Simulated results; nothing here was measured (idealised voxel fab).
Process module in this document: voxel fin reveal
Section shown: cut. Width: 300 nm. Cell size: 5 nm, square.
For the purposes of this document, a cross-section shall be understood as a grid of square cells, specified as bands listed in top-to-bottom order, each band consisting of one or more rows of cells.
This entry defines a band. It first specifies the height of the band's top and the height of its bottom in nm, and then specifies the band's materials from left to right, stating each material with its width in nm. The word "everywhere" identifies a single material that fills the band from edge to edge, while the word "blank" identifies empty space.
Note: height 0 marks the level under which the wafer is uniformly one material as received. Lowest band unbounded below, written "top 0, no bottom".
Think of "30->40" as a width that walks from the first number to the second as you go down the band, top row to bottom row, taking equal-sized steps from row to row.
A step reported as "no modification" is a step in which no cell of the cross-section changed.
"Enclosed empty spaces" lists enclosed empty spaces (at least 8 cells, no open path upward to the top), each as width x height at distance from the left edge, in nm.
On each step's line, the part that comes after the settings is the simulator's own comment on the step.
"overlay nm" answers the question of how far to the right of plan the mask lay on a step that has a mask, and when it is negative the answer is to the left.
[Set out below are the planned steps of the process]
1. RECEIVE (material Si)
2. CONFORMAL_DEP (material SiN; thk nm 10)
3. MASKED_ETCH (tone cover; mask id FINS; width nm 15; pitch nm 35; etch materials SiN; depth nm 10; overlay nm 0)
4. MASKED_ETCH (tone cover; mask id FINS; width nm 15; pitch nm 35; etch materials Si; depth nm 30; overlay nm 0)
5. OXIDIZE (depth nm 5)
6. FILL_DEP (material SiO2; thk nm 10)
7. CMP (height nm 10)
8. SELECTIVE_ETCH (etch materials SiO2; depth nm 25)
9. STRIP (etch materials SiN)
[Wafer, first of two, run as planned]
[The cross-section here shows the wafer as received, i.e. in its state after step 1]
  top 0, no bottom  Si everywhere
  Enclosed empty spaces: none
[Wafer after step 2 (cross-section)]
  top 10, bottom 0  SiN everywhere
  Below 0 it's all the same as before, nothing changed down there.
[Wafer after step 3 (cross-section)]
  top 10, bottom 0  90 blank / 15 SiN / 20 blank / 15 SiN / 20 blank / 15 SiN / 20 blank / 15 SiN / 90 blank
  Below 0 it's all the same as before, nothing changed down there.
[Wafer after step 4 (cross-section)]
  top 10, bottom 0  90 blank / 15 SiN / 20 blank / 15 SiN / 20 blank / 15 SiN / 20 blank / 15 SiN / 90 blank
  top 0, bottom -30  90 blank / 15 Si / 20 blank / 15 Si / 20 blank / 15 Si / 20 blank / 15 Si / 90 blank
  Below -30 it's all the same as before, nothing changed down there.
[Wafer after step 5 (cross-section)]
  top 10, bottom 0  90 blank / 15 SiN / 20 blank / 15 SiN / 20 blank / 15 SiN / 20 blank / 15 SiN / 90 blank
  top 0, bottom -30  90 blank / 5 SiO2 / 5 Si / 5 SiO2 / 20 blank / 5 SiO2 / 5 Si / 5 SiO2 / 20 blank / 5 SiO2 / 5 Si / 5 SiO2 / 20 blank / 5 SiO2 / 5 Si / 5 SiO2 / 90 blank
  top -30, bottom -35  95 SiO2 / 5 Si / 30 SiO2 / 5 Si / 30 SiO2 / 5 Si / 30 SiO2 / 5 Si / 95 SiO2
  Below -35 it's all the same as before, nothing changed down there.
[Wafer after step 6 (cross-section)]
  top 20, bottom 10  SiO2 everywhere
  top 10, bottom 0  90 SiO2 / 15 SiN / 20 SiO2 / 15 SiN / 20 SiO2 / 15 SiN / 20 SiO2 / 15 SiN / 90 SiO2
  top 0, bottom -35  95 SiO2 / 5 Si / 30 SiO2 / 5 Si / 30 SiO2 / 5 Si / 30 SiO2 / 5 Si / 95 SiO2
  Below -35 it's all the same as before, nothing changed down there.
[Wafer after step 7 (cross-section)]
  top 10, bottom 0  90 SiO2 / 15 SiN / 20 SiO2 / 15 SiN / 20 SiO2 / 15 SiN / 20 SiO2 / 15 SiN / 90 SiO2
  Below 0 it's all the same as before, nothing changed down there.
[Wafer after step 8 (cross-section)]
  top 10, bottom 0  90 blank / 15 SiN / 20 blank / 15 SiN / 20 blank / 15 SiN / 20 blank / 15 SiN / 90 blank
  top 0, bottom -15  95 blank / 5 Si / 30 blank / 5 Si / 30 blank / 5 Si / 30 blank / 5 Si / 95 blank
  Below -15 it's all the same as before, nothing changed down there.
[Wafer after step 9 (cross-section)]
  top 0, bottom -15  95 blank / 5 Si / 30 blank / 5 Si / 30 blank / 5 Si / 30 blank / 5 Si / 95 blank
  Below -15 it's all the same as before, nothing changed down there.
[Second wafer, same starting state and plan as the first, one mistake in the run, identical through step 5]
[At the planned end of step 6, the second wafer in cross-section]
  top 20, bottom 0  SiN everywhere
  top 0, bottom -30  90 SiN / 5 SiO2 / 5 Si / 5 SiO2 / 20 SiN / 5 SiO2 / 5 Si / 5 SiO2 / 20 SiN / 5 SiO2 / 5 Si / 5 SiO2 / 20 SiN / 5 SiO2 / 5 Si / 5 SiO2 / 90 SiN
  Below -30 it's all the same as before, nothing changed down there.
[At the planned end of step 7, the second wafer in cross-section]
  top 10, bottom 0  SiN everywhere
  Below 0 it's all the same as before, nothing changed down there.
At the planned end of step 8, the second wafer in cross-section: no modification
[At the planned end of step 9, the second wafer in cross-section]
  top 0, bottom -30  90 blank / 5 SiO2 / 5 Si / 5 SiO2 / 20 blank / 5 SiO2 / 5 Si / 5 SiO2 / 20 blank / 5 SiO2 / 5 Si / 5 SiO2 / 20 blank / 5 SiO2 / 5 Si / 5 SiO2 / 90 blank
  Below -30 it's all the same as before, nothing changed down there.
Diagnosis: step 6: run off-plan, actual operation and settings FILL_DEP (material SiN; thk nm 10)
The second wafer ends with more or fewer cells of some materials than the first, per final count: SiO2 -120
